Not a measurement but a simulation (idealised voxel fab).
voxel transistor to metal: a process module
It is cross-section cut that appears here, measuring 210 nm in width, its square cells being 5 nm in size.
Cross-section layout: square cells on a grid; listed as bands, top to bottom; a band spans one or more cell rows. For a band, the entry starts with two heights in nm, that of the top and then that of the bottom, and carries on with the band's materials in order from left to right, each alongside its width in nm; the word "edge to edge" beside a single material means it fills the band edge to edge, and "air" means empty space. Basically, 0 is our baseline, since under it the wafer straight out of the box is all one material. The bottom band has no lower end and keeps on going down, so it looks like "top 0, no bottom". The two numbers in a width such as "30..40" mark its ends across the band: the first belongs to the top row of cells, the second to the bottom row, and from each row to the next the width moves by the same amount. You'll sometimes find "no modification" written for a step, and that's the way of saying that nowhere in the cross-section did a cell change during that step. Empty spaces without an open route to the top, at least 8 cells in extent, make up the entry "Sealed-off cavities"; each is given as width x height at distance, where the distance is measured from the left edge, and all are in nm. That trailing text on a step's line, after the settings, is the simulator's own remark on the step. overlay nm: where the mask lay relative to plan, measured to the right, on steps with a mask; negatives go left.

Process steps foreseen in the plan:
| 1 | RECEIVE (material Si) |
| 2 | CONFORMAL_DEP (material SiO2; thk nm 5) |
| 3 | CONFORMAL_DEP (material SiN; thk nm 15) |
| 4 | MASKED_ETCH (tone cover; mask id ACTIVE; width nm 100; etch materials SiN; depth nm 15; overlay nm -15) |
| 5 | MASKED_ETCH (tone cover; mask id ACTIVE; width nm 100; etch materials SiO2; depth nm 5; overlay nm 0) |
| 6 | MASKED_ETCH (tone cover; mask id ACTIVE; width nm 100; etch materials Si; depth nm 25; overlay nm 0) |
| 7 | OXIDIZE (depth nm 5) |
| 8 | FILL_DEP (material SiO2; thk nm 10) |
| 9 | CMP (height nm 20) |
| 10 | SELECTIVE_ETCH (etch materials SiO2; depth nm 15) |
| 11 | STRIP (etch materials SiN) |
| 12 | SELECTIVE_ETCH (etch materials SiO2; depth nm 5) |
| 13 | OXIDIZE (depth nm 5) |
| 14 | DIRECTIONAL_DEP (material polySi; thk nm 30) |
| 15 | DIRECTIONAL_DEP (material SiCN; thk nm 10) |
| 16 | MASKED_ETCH (tone cover; mask id GATE; width nm 20; etch materials SiCN; depth nm 20; overlay nm 0) |
| 17 | MASKED_ETCH (tone cover; mask id GATE; width nm 20; etch materials polySi; depth nm 40; overlay nm 0) |
| 18 | CONFORMAL_DEP (material SiO2; thk nm 5) |
| 19 | DIRECTIONAL_ETCH (etch materials SiO2; depth nm 5) |
| 20 | CONFORMAL_DEP (material SiN; thk nm 5) |
| 21 | DIRECTIONAL_ETCH (etch materials SiN; depth nm 5) |
| 22 | DIRECTIONAL_ETCH (etch materials SiO2; depth nm 5) |
| 23 | DIRECTIONAL_ETCH (etch materials Si; depth nm 15) |
| 24 | EPI (material nSi; thk nm 20) |
| 25 | FILL_DEP (material SiO2; thk nm 5) |
| 26 | CMP (height nm 40) |
| 27 | DIRECTIONAL_DEP (material SiO2; thk nm 10) |
| 28 | DIRECTIONAL_DEP (material aC; thk nm 10) |
| 29 | PATTERN (tone open; mask id CONTACT; material resist; width nm 15; pitch nm 75; thk nm 25; overlay nm 0) |
| 30 | DIRECTIONAL_ETCH (etch materials aC; depth nm 10) |
| 31 | STRIP (etch materials resist) |
| 32 | DIRECTIONAL_ETCH (etch materials SiO2; depth nm 50) |
| 33 | STRIP (etch materials aC) |
| 34 | CONFORMAL_DEP (material TiN; thk nm 5) |
| 35 | FILL_DEP (material Ru; thk nm 5) |
| 36 | CMP (height nm 50) |
| 37 | CONFORMAL_DEP (material SiCN; thk nm 5) |
| 38 | DIRECTIONAL_DEP (material lowk; thk nm 20) |
| 39 | MASKED_ETCH (tone open; mask id METAL_1; width nm 15; pitch nm 75; etch materials lowk; depth nm 20; overlay nm 0) |
| 40 | MASKED_ETCH (tone open; mask id METAL_1; width nm 15; pitch nm 75; etch materials SiCN; depth nm 5; overlay nm 0) |
| 41 | CONFORMAL_DEP (material TiN; thk nm 5) |
| 42 | FILL_DEP (material Cu; thk nm 5) |
| 43 | CMP (height nm 75) |
| 44 | CONFORMAL_DEP (material SiCN; thk nm 5) |
Among the wafers covered here, the point of difference is the overlay nm at step 4; their starting state is shared, and the plan presents the value of the first wafer.

Cross-section: the first of several wafers in its as-received state, i.e. following step 1:
* top 0, no bottom  Si edge to edge
* Sealed-off cavities: none

Each wafer at the end: cells of each material gained (+) or lost (-) since it was received, then its closed voids:
overlay nm -15, +8 Cu, +12 Ru, -186 Si, +86 SiCN, +16 SiN, +432 SiO2, +58 TiN, +144 lowk, +78 nSi, +24 polySi, Sealed-off cavities: none
overlay nm -10, +8 Cu, +12 Ru, -188 Si, +86 SiCN, +16 SiN, +438 SiO2, +58 TiN, +144 lowk, +74 nSi, +24 polySi, Sealed-off cavities: none
overlay nm -5, +8 Cu, +12 Ru, -190 Si, +86 SiCN, +16 SiN, +444 SiO2, +58 TiN, +144 lowk, +70 nSi, +24 polySi, Sealed-off cavities: none
overlay nm 0, +8 Cu, +12 Ru, -192 Si, +86 SiCN, +16 SiN, +450 SiO2, +58 TiN, +144 lowk, +66 nSi, +24 polySi, Sealed-off cavities: none
overlay nm 5, +8 Cu, +12 Ru, -190 Si, +86 SiCN, +16 SiN, +444 SiO2, +58 TiN, +144 lowk, +70 nSi, +24 polySi, Sealed-off cavities: none
overlay nm 10, +8 Cu, +12 Ru, -188 Si, +86 SiCN, +16 SiN, +438 SiO2, +58 TiN, +144 lowk, +74 nSi, +24 polySi, Sealed-off cavities: none
overlay nm 15, +8 Cu, +12 Ru, -186 Si, +86 SiCN, +16 SiN, +432 SiO2, +58 TiN, +144 lowk, +78 nSi, +24 polySi, Sealed-off cavities: none
